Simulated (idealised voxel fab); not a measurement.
process module | voxel ribs on slabs
cross-section cut | 175 nm wide | cells 5 nm
A cross-section is a grid of square cells, given in bands from the top down. A band is one or more rows of cells.
Each band's line starts with the height of the band's top and of its bottom, in nm. Then come its materials from left to right, each with its width in nm. One material with "throughout" fills the band from edge to edge. "air" is empty space.
Height 0 is the level under which the wafer as received is all one material. The lowest band goes on downwards, as in "0 down".
A width such as "30 to 40" changes by the same amount from each row of cells to the next, from the band's top row to its bottom row.
"no change" after a step means that no cell of the cross-section changed.
closed voids: empty space of 8 cells or more with no open way to the top, each as width x height at its distance from the left edge, in nm
after a step's settings: what the simulator itself notes on the step
overlay nm, on a step with a mask: how far to the right of its planned place the mask lay; to the left if negative
plan
1 op RECEIVE | material Si
2 op DIRECTIONAL_DEP | material SiO2 | thk nm 20
3 op DIRECTIONAL_DEP | material SiN | thk nm 10
4 op MASKED_ETCH | tone cover | mask id RIB | width nm 25 | etch materials SiN | depth nm 5 | overlay nm 0
5 op MASKED_ETCH | tone cover | mask id SLAB | width nm 55 | etch materials SiN | depth nm 10 | overlay nm 0
6 op FILL_DEP | material SiO2 | thk nm 15
7 op CMP | height nm 45
8 op DIRECTIONAL_DEP | material W | thk nm 10
9 op PATTERN | tone cover | mask id HEATER | material resist | width nm 35 | thk nm 15 | overlay nm 0
10 op DIRECTIONAL_ETCH | etch materials W | depth nm 10
11 op STRIP | etch materials resist
12 op CONFORMAL_DEP | material SiN | thk nm 10
varied across the wafers: thk nm of step 3. The plan shows the first wafer's value. All wafers start alike
first wafer as received, after step 1
  0 down: Si throughout
  closed voids: none
first wafer at the end, after step 12
  65 to 55: air 60 | SiN 55 | air 60
  55 to 45: SiN 70 | W 35 | SiN 70
  45 to 30: SiO2 throughout
  30 to 20: SiO2 75 to 60 | SiN 25 to 55 | SiO2 75 to 60
  20 to 0: SiO2 throughout
  0 down: Si throughout
  closed voids: none
last wafer at the end
  65 to 55: air 60 | SiN 55 | air 60
  55 to 45: SiN 70 | W 35 | SiN 70
  45 to 35: SiO2 60 | SiN 55 | SiO2 60
  35 to 20: SiN throughout
  20 to 0: SiO2 throughout
  0 down: Si throughout
  closed voids: none
each wafer at the end: cells of each material gained (+) or lost (-) since it was received, then its closed voids
thk nm 10 | +94 SiN | +299 SiO2 | +14 W | closed voids: none
thk nm 15 | +105 SiN | +288 SiO2 | +14 W | closed voids: none
thk nm 20 | +140 SiN | +253 SiO2 | +14 W | closed voids: none
thk nm 25 | +175 SiN | +218 SiO2 | +14 W | closed voids: none
thk nm 30 | +205 SiN | +188 SiO2 | +14 W | closed voids: none
